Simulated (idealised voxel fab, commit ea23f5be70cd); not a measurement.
process module | voxel ribs on slabs
cross-section cut | 265 nm wide | cells 5 nm
A cross-section is a grid of square cells, given in bands from the top down. A band is one or more rows of cells.
Each band's line starts with the height of the band's top and of its bottom, in nm. Then come its materials from left to right, each with its width in nm. One material with "throughout" fills the band from edge to edge. "air" is empty space.
Height 0 is the level under which the wafer as received is all one material. The lowest band goes on downwards, as in "0 down".
A width such as "30 to 40" changes by the same amount from each row of cells to the next, from the band's top row to its bottom row.
"no change" after a step means that no cell of the cross-section changed.
closed voids: empty space of 8 cells or more with no open way to the top, each as width x height at its distance from the left edge, in nm
after a step's settings: what the simulator itself notes on the step
overlay nm, on a step with a mask: how far to the right of its planned place the mask lay; to the left if negative
plan
1 op RECEIVE | material Si
2 op DIRECTIONAL_DEP | material SiO2 | thk nm 30
3 op DIRECTIONAL_DEP | material polySi | thk nm 20
4 op PATTERN | tone cover | mask id RIB | material resist | width nm 15 | thk nm 20 | overlay nm 0
5 op DIRECTIONAL_ETCH | etch materials polySi | depth nm 10
6 op STRIP | etch materials resist
7 op MASKED_ETCH | tone cover | mask id SLAB | width nm 65 | etch materials polySi | depth nm 10 | overlay nm 0
8 op FILL_DEP | material SiO2 | thk nm 15
9 op CMP | height nm 60
10 op DIRECTIONAL_DEP | material W | thk nm 5
11 op MASKED_ETCH | tone cover | mask id HEATER | width nm 35 | etch materials W | depth nm 5 | overlay nm 0
12 op CONFORMAL_DEP | material SiN | thk nm 10
varied across the wafers: width nm of step 4. The plan shows the first wafer's value. All wafers start alike
first wafer as received, after step 1
  0 down: Si throughout
  closed voids: none
first wafer at the end, after step 12
  75 to 70: air 105 | SiN 55 | air 105
  70 to 65: SiN throughout
  65 to 60: SiN 115 | W 35 | SiN 115
  60 to 50: SiO2 throughout
  50 to 40: SiO2 125 | polySi 15 | SiO2 125
  40 to 30: SiO2 100 | polySi 65 | SiO2 100
  30 to 0: SiO2 throughout
  0 down: Si throughout
  closed voids: none
last wafer at the end
  75 to 70: air 105 | SiN 55 | air 105
  70 to 65: SiN throughout
  65 to 60: SiN 115 | W 35 | SiN 115
  60 to 50: SiO2 throughout
  50 to 40: SiO2 115 | polySi 40 | SiO2 110
  40 to 30: SiO2 100 | polySi 65 | SiO2 100
  30 to 0: SiO2 throughout
  0 down: Si throughout
  closed voids: none
each wafer at the end: cells of each material gained (+) or lost (-) since it was received, then its closed voids
width nm 15 | +110 SiN | +604 SiO2 | +7 W | +32 polySi | closed voids: none
width nm 20 | +110 SiN | +602 SiO2 | +7 W | +34 polySi | closed voids: none
width nm 25 | +110 SiN | +600 SiO2 | +7 W | +36 polySi | closed voids: none
width nm 30 | +110 SiN | +598 SiO2 | +7 W | +38 polySi | closed voids: none
width nm 35 | +110 SiN | +596 SiO2 | +7 W | +40 polySi | closed voids: none
width nm 40 | +110 SiN | +594 SiO2 | +7 W | +42 polySi | closed voids: none
